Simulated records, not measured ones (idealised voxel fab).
The process module that follows is named voxel self aligned contacts.
Square cell edge 5 nm, section width 185 nm, ID cut.
Heads up, the way a cross-section reads in here is a grid of square cells, handed over as bands from the top down, with every band being one or more rows of cells. Quick guide to a band line: top height, bottom height (nm) up front; then every material left to right with its width in nm. Only one material and it's marked "all across"? Then it fills the band edge to edge. And "blank" just means empty space. Where do heights start? At 0: under that level the wafer as delivered is made of one material only. And the lowest band has no floor; it just carries on downward, as in "0 nm and below". With a width like "30..40", each row of cells in the band differs from the next by the same amount, the top row carrying the first number and the bottom row the second. Key: "nothing different" - step with no changed cell in the cross-section. "Fully sealed cavities": empty spaces of 8 cells or more with no open way to the top, each given as width x height at distance, distance from the left edge, all in nm. Where a step's line continues beyond its settings, the continuation is a remark by the simulator itself on that step. For masked steps, "overlay nm" on the step line gives how far right of plan the mask actually lay; a minus sign means it lay to the left.
Process steps (planned):
step 1: RECEIVE,material Si
step 2: CONFORMAL_DEP,material SiO2,thk nm 5
step 3: DIRECTIONAL_DEP,material polySi,thk nm 30
step 4: DIRECTIONAL_DEP,material SiN,thk nm 20
step 5: MASKED_ETCH,tone cover,mask id GATE,width nm 25,pitch nm 60,etch materials SiN,depth nm 20,overlay nm 0
step 6: MASKED_ETCH,tone cover,mask id GATE,width nm 25,pitch nm 60,etch materials polySi,depth nm 30,overlay nm 0
step 7: CONFORMAL_DEP,material SiN,thk nm 10
step 8: DIRECTIONAL_ETCH,etch materials SiN,depth nm 10
step 9: FILL_DEP,material SiO2,thk nm 10
step 10: CMP,height nm 60
step 11: DIRECTIONAL_DEP,material aC,thk nm 10
step 12: PATTERN,tone open,mask id CONTACT,material resist,width nm 45,thk nm 25,overlay nm 0
step 13: DIRECTIONAL_ETCH,etch materials aC,depth nm 10
step 14: STRIP,etch materials resist
step 15: DIRECTIONAL_ETCH,etch materials SiO2,depth nm 60
step 16: STRIP,etch materials aC
step 17: CONFORMAL_DEP,material TiN,thk nm 5
step 18: FILL_DEP,material Ru,thk nm 10
step 19: CMP,height nm 60
step 20: CONFORMAL_DEP,material SiCN,thk nm 5
Of two wafers, the first: run according to plan:
As received (post step 1): cross-section:
0 nm and below | Si all across
Fully sealed cavities: none
The wafer, seen in cross-section, after step 2:
5 nm to 0 nm | SiO2 all across
Everything below 0 is unchanged.
The wafer, seen in cross-section, after step 3:
35 nm to 5 nm | polySi all across
Everything below 5 is unchanged.
The wafer, seen in cross-section, after step 4:
55 nm to 35 nm | SiN all across
Everything below 35 is unchanged.
The wafer, seen in cross-section, after step 5:
55 nm to 35 nm | blank: 50, SiN: 25, blank: 35, SiN: 25, blank: 50
Everything below 35 is unchanged.
The wafer, seen in cross-section, after step 6:
55 nm to 35 nm | blank: 50, SiN: 25, blank: 35, SiN: 25, blank: 50
35 nm to 5 nm | blank: 50, polySi: 25, blank: 35, polySi: 25, blank: 50
Everything below 5 is unchanged.
The wafer, seen in cross-section, after step 7:
65 nm to 35 nm | blank: 40, SiN: 45, blank: 15, SiN: 45, blank: 40
35 nm to 15 nm | blank: 40, SiN: 10, polySi: 25, SiN: 10, blank: 15, SiN: 10, polySi: 25, SiN: 10, blank: 40
15 nm to 5 nm | SiN: 50, polySi: 25, SiN: 35, polySi: 25, SiN: 50
Everything below 5 is unchanged.
The wafer, seen in cross-section, after step 8:
55 nm to 35 nm | blank: 40, SiN: 45, blank: 15, SiN: 45, blank: 40
35 nm to 5 nm | blank: 40, SiN: 10, polySi: 25, SiN: 10, blank: 15, SiN: 10, polySi: 25, SiN: 10, blank: 40
Everything below 5 is unchanged.
The wafer, seen in cross-section, after step 9:
65 nm to 55 nm | SiO2 all across
55 nm to 35 nm | SiO2: 40, SiN: 45, SiO2: 15, SiN: 45, SiO2: 40
35 nm to 5 nm | SiO2: 40, SiN: 10, polySi: 25, SiN: 10, SiO2: 15, SiN: 10, polySi: 25, SiN: 10, SiO2: 40
Everything below 5 is unchanged.
The wafer, seen in cross-section, after step 10:
60 nm to 55 nm | SiO2 all across
Everything below 55 is unchanged.
The wafer, seen in cross-section, after step 11:
70 nm to 60 nm | aC all across
Everything below 60 is unchanged.
The wafer, seen in cross-section, after step 12:
95 nm to 70 nm | resist: 70, blank: 45, resist: 70
Everything below 70 is unchanged.
The wafer, seen in cross-section, after step 13:
85 nm to 70 nm | resist: 70, blank: 45, resist: 70
70 nm to 60 nm | aC: 70, blank: 45, aC: 70
Everything below 60 is unchanged.
The wafer, seen in cross-section, after step 14:
70 nm to 60 nm | aC: 70, blank: 45, aC: 70
Everything below 60 is unchanged.
The wafer, seen in cross-section, after step 15:
70 nm to 60 nm | aC: 70, blank: 45, aC: 70
60 nm to 55 nm | SiO2: 70, blank: 45, SiO2: 70
55 nm to 35 nm | SiO2: 40, SiN: 45, blank: 15, SiN: 45, SiO2: 40
35 nm to 5 nm | SiO2: 40, SiN: 10, polySi: 25, SiN: 10, blank: 15, SiN: 10, polySi: 25, SiN: 10, SiO2: 40
5 nm to 0 nm | SiO2: 85, blank: 15, SiO2: 85
Everything below 0 is unchanged.
The wafer, seen in cross-section, after step 16:
60 nm to 55 nm | SiO2: 70, blank: 45, SiO2: 70
Everything below 55 is unchanged.
The wafer, seen in cross-section, after step 17:
65 nm to 60 nm | TiN: 75, blank: 35, TiN: 75
60 nm to 55 nm | SiO2: 70, TiN: 20, blank: 5, TiN: 20, SiO2: 70
55 nm to 35 nm | SiO2: 40, SiN: 45, TiN: 5, blank: 5, TiN: 5, SiN: 45, SiO2: 40
35 nm to 5 nm | SiO2: 40, SiN: 10, polySi: 25, SiN: 10, TiN: 5, blank: 5, TiN: 5, SiN: 10, polySi: 25, SiN: 10, SiO2: 40
5 nm to 0 nm | SiO2: 85, TiN: 15, SiO2: 85
Everything below 0 is unchanged.
The wafer, seen in cross-section, after step 18:
75 nm to 65 nm | Ru all across
65 nm to 60 nm | TiN: 75, Ru: 35, TiN: 75
60 nm to 55 nm | SiO2: 70, TiN: 20, Ru: 5, TiN: 20, SiO2: 70
55 nm to 35 nm | SiO2: 40, SiN: 45, TiN: 5, Ru: 5, TiN: 5, SiN: 45, SiO2: 40
35 nm to 5 nm | SiO2: 40, SiN: 10, polySi: 25, SiN: 10, TiN: 5, Ru: 5, TiN: 5, SiN: 10, polySi: 25, SiN: 10, SiO2: 40
Everything below 5 is unchanged.
The wafer, seen in cross-section, after step 19:
60 nm to 55 nm | SiO2: 70, TiN: 20, Ru: 5, TiN: 20, SiO2: 70
Everything below 55 is unchanged.
The wafer, seen in cross-section, after step 20:
65 nm to 60 nm | SiCN all across
Everything below 60 is unchanged.
Now the other wafer: same start, same recipe, but we messed up one thing when running it. Up to and including step 6 it's the same as the first one:
The second wafer cut through, at the time step 7 was supposed to be finished:
45 nm to 35 nm | blank: 50, SiN: 25, blank: 35, SiN: 25, blank: 50
Everything below 35 is unchanged.
The second wafer cut through, at the time step 8 was supposed to be finished:
55 nm to 35 nm | blank: 40, SiN: 45, blank: 15, SiN: 45, blank: 40
35 nm to 15 nm | blank: 40, SiN: 10, polySi: 25, SiN: 10, blank: 15, SiN: 10, polySi: 25, SiN: 10, blank: 40
15 nm to 5 nm | SiN: 50, polySi: 25, SiN: 35, polySi: 25, SiN: 50
Everything below 5 is unchanged.
The second wafer cut through, at the time step 9 was supposed to be finished:
65 nm to 55 nm | SiO2 all across
55 nm to 35 nm | SiO2: 40, SiN: 45, SiO2: 15, SiN: 45, SiO2: 40
35 nm to 15 nm | SiO2: 40, SiN: 10, polySi: 25, SiN: 10, SiO2: 15, SiN: 10, polySi: 25, SiN: 10, SiO2: 40
Everything below 15 is unchanged.
The second wafer cut through, at the time step 10 was supposed to be finished:
60 nm to 55 nm | SiO2 all across
Everything below 55 is unchanged.
The second wafer cut through, at the time step 11 was supposed to be finished:
70 nm to 60 nm | aC all across
Everything below 60 is unchanged.
The second wafer cut through, at the time step 12 was supposed to be finished:
95 nm to 70 nm | resist: 70, blank: 45, resist: 70
Everything below 70 is unchanged.
The second wafer cut through, at the time step 13 was supposed to be finished:
85 nm to 70 nm | resist: 70, blank: 45, resist: 70
70 nm to 60 nm | aC: 70, blank: 45, aC: 70
Everything below 60 is unchanged.
The second wafer cut through, at the time step 14 was supposed to be finished:
70 nm to 60 nm | aC: 70, blank: 45, aC: 70
Everything below 60 is unchanged.
The second wafer cut through, at the time step 15 was supposed to be finished:
70 nm to 60 nm | aC: 70, blank: 45, aC: 70
60 nm to 55 nm | SiO2: 70, blank: 45, SiO2: 70
55 nm to 35 nm | SiO2: 40, SiN: 45, blank: 15, SiN: 45, SiO2: 40
35 nm to 15 nm | SiO2: 40, SiN: 10, polySi: 25, SiN: 10, blank: 15, SiN: 10, polySi: 25, SiN: 10, SiO2: 40
Everything below 15 is unchanged.
The second wafer cut through, at the time step 16 was supposed to be finished:
60 nm to 55 nm | SiO2: 70, blank: 45, SiO2: 70
Everything below 55 is unchanged.
The second wafer cut through, at the time step 17 was supposed to be finished:
65 nm to 60 nm | TiN: 75, blank: 35, TiN: 75
60 nm to 55 nm | SiO2: 70, TiN: 20, blank: 5, TiN: 20, SiO2: 70
55 nm to 35 nm | SiO2: 40, SiN: 45, TiN: 5, blank: 5, TiN: 5, SiN: 45, SiO2: 40
35 nm to 20 nm | SiO2: 40, SiN: 10, polySi: 25, SiN: 10, TiN: 5, blank: 5, TiN: 5, SiN: 10, polySi: 25, SiN: 10, SiO2: 40
20 nm to 15 nm | SiO2: 40, SiN: 10, polySi: 25, SiN: 10, TiN: 15, SiN: 10, polySi: 25, SiN: 10, SiO2: 40
Everything below 15 is unchanged.
The second wafer cut through, at the time step 18 was supposed to be finished:
75 nm to 65 nm | Ru all across
65 nm to 60 nm | TiN: 75, Ru: 35, TiN: 75
60 nm to 55 nm | SiO2: 70, TiN: 20, Ru: 5, TiN: 20, SiO2: 70
55 nm to 35 nm | SiO2: 40, SiN: 45, TiN: 5, Ru: 5, TiN: 5, SiN: 45, SiO2: 40
35 nm to 20 nm | SiO2: 40, SiN: 10, polySi: 25, SiN: 10, TiN: 5, Ru: 5, TiN: 5, SiN: 10, polySi: 25, SiN: 10, SiO2: 40
Everything below 20 is unchanged.
The second wafer cut through, at the time step 19 was supposed to be finished:
60 nm to 55 nm | SiO2: 70, TiN: 20, Ru: 5, TiN: 20, SiO2: 70
Everything below 55 is unchanged.
The second wafer cut through, at the time step 20 was supposed to be finished:
65 nm to 60 nm | SiCN all across
Everything below 60 is unchanged.
Finding, execution versus plan: sequence error: steps 7 and 8 interchanged
Upon completion, the second wafer contains, in terms of cells, a greater or smaller amount of certain materials than the first wafer: Ru -3, SiN +38, SiO2 -29, TiN -6
